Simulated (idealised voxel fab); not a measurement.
Proc. module: voxel self aligned contacts
Xsec cut, 250 nm wide, square cell size 5 nm.
Cross-section, as written here: a square-cell grid given band by band from the top down, where a band holds one or more rows of cells. Band: top and bottom heights (nm) first, top before bottom; then materials from left to right, widths in nm. "all across" marks a sole material filling the band edge to edge. "blank" denotes empty space. It should be noted that heights are counted from 0, beneath which the wafer as supplied is of one material throughout, and that the lowest band possesses no lower boundary but continues downward, as written in "0 down". A two-number width, for instance "30..40", indicates that the width is equal to the first number in the top row of the band and to the second number in the bottom row, and that it changes by a constant amount per row of cells. "nothing altered" for a step: no cell of the cross-section changed in that step. The entry titled "Sealed void list" provides the empty spaces that have no open way to the top, restricted to those of 8 cells or more. Each is presented as width x height at distance, the distance being measured from the left edge, with all three in nm. It should be noted that, on the line of a given step, the content following the step's settings is a remark produced by the simulator itself with respect to that step. "overlay nm" on a masked step: distance the mask lay right of its planned place, negative for left.

# plan
1. RECEIVE (material Si)
2. CONFORMAL_DEP (material SiO2; thk nm 5)
3. DIRECTIONAL_DEP (material polySi; thk nm 30)
4. DIRECTIONAL_DEP (material SiN; thk nm 20)
5. MASKED_ETCH (tone cover; mask id GATE; width nm 25; pitch nm 65; etch materials SiN; depth nm 20; overlay nm 0)
6. MASKED_ETCH (tone cover; mask id GATE; width nm 25; pitch nm 65; etch materials polySi; depth nm 30; overlay nm 0)
7. CONFORMAL_DEP (material SiN; thk nm 10)
8. DIRECTIONAL_ETCH (etch materials SiN; depth nm 10)
9. FILL_DEP (material SiO2; thk nm 15)
10. CMP (height nm 60)
11. PATTERN (tone open; mask id CONTACT; material resist; width nm 50; pitch nm 65; thk nm 20; overlay nm 0)
12. DIRECTIONAL_ETCH (etch materials SiO2; depth nm 60)
13. STRIP (etch materials resist)
14. CONFORMAL_DEP (material TiN; thk nm 5)
15. FILL_DEP (material W; thk nm 5)
16. CMP (height nm 60)
17. CONFORMAL_DEP (material SiN; thk nm 5)

# As-received state of the wafer in cross-section, equivalent to post-step 1
	0 down = Si all across
	Sealed void list: none

# The first of two wafers, cross-sectioned at the end of the module, with the run proceeding as planned
	65 to 60 = SiN all across
	60 to 55 = SiO2=65, then TiN=20, then W=10, then TiN=20, then SiO2=15, then TiN=20, then W=10, then TiN=20, then SiO2=70
	55 to 35 = SiO2=35, then SiN=45, then TiN=5, then W=10, then TiN=5, then SiN=45, then TiN=5, then W=10, then TiN=5, then SiN=45, then SiO2=40
	35 to 5 = SiO2=35, then SiN=10, then polySi=25, then SiN=10, then TiN=5, then W=10, then TiN=5, then SiN=10, then polySi=25, then SiN=10, then TiN=5, then W=10, then TiN=5, then SiN=10, then polySi=25, then SiN=10, then SiO2=40
	5 to 0 = SiO2=80, then TiN=20, then SiO2=45, then TiN=20, then SiO2=85
	0 down = Si all across
	Sealed void list: none

# Wafer two, end of module, cross-section. Same start, same plan as wafer one. One mistake in the run
	65 to 60 = SiN all across
	60 to 55 = SiO2=65, then TiN=50, then SiO2=15, then TiN=50, then SiO2=70
	55 to 35 = SiO2=30, then SiN=55, then TiN=10, then SiN=55, then TiN=10, then SiN=55, then SiO2=35
	35 to 5 = SiO2=30, then SiN=10, then polySi=35, then SiN=10, then TiN=10, then SiN=10, then polySi=35, then SiN=10, then TiN=10, then SiN=10, then polySi=35, then SiN=10, then SiO2=35
	5 to 0 = SiO2=85, then TiN=10, then SiO2=55, then TiN=10, then SiO2=90
	0 down = Si all across
	Sealed void list: none
Here's what went sideways: planned and actual differ for step 5; actual: MASKED_ETCH (tone cover; mask id GATE; width nm 35; pitch nm 65; etch materials SiN; depth nm 20; overlay nm 0)
The second wafer ends with more or fewer cells of some materials than the first, per final count: SiN: 24 more, SiO2: 16 fewer, W: 44 fewer, polySi: 36 more
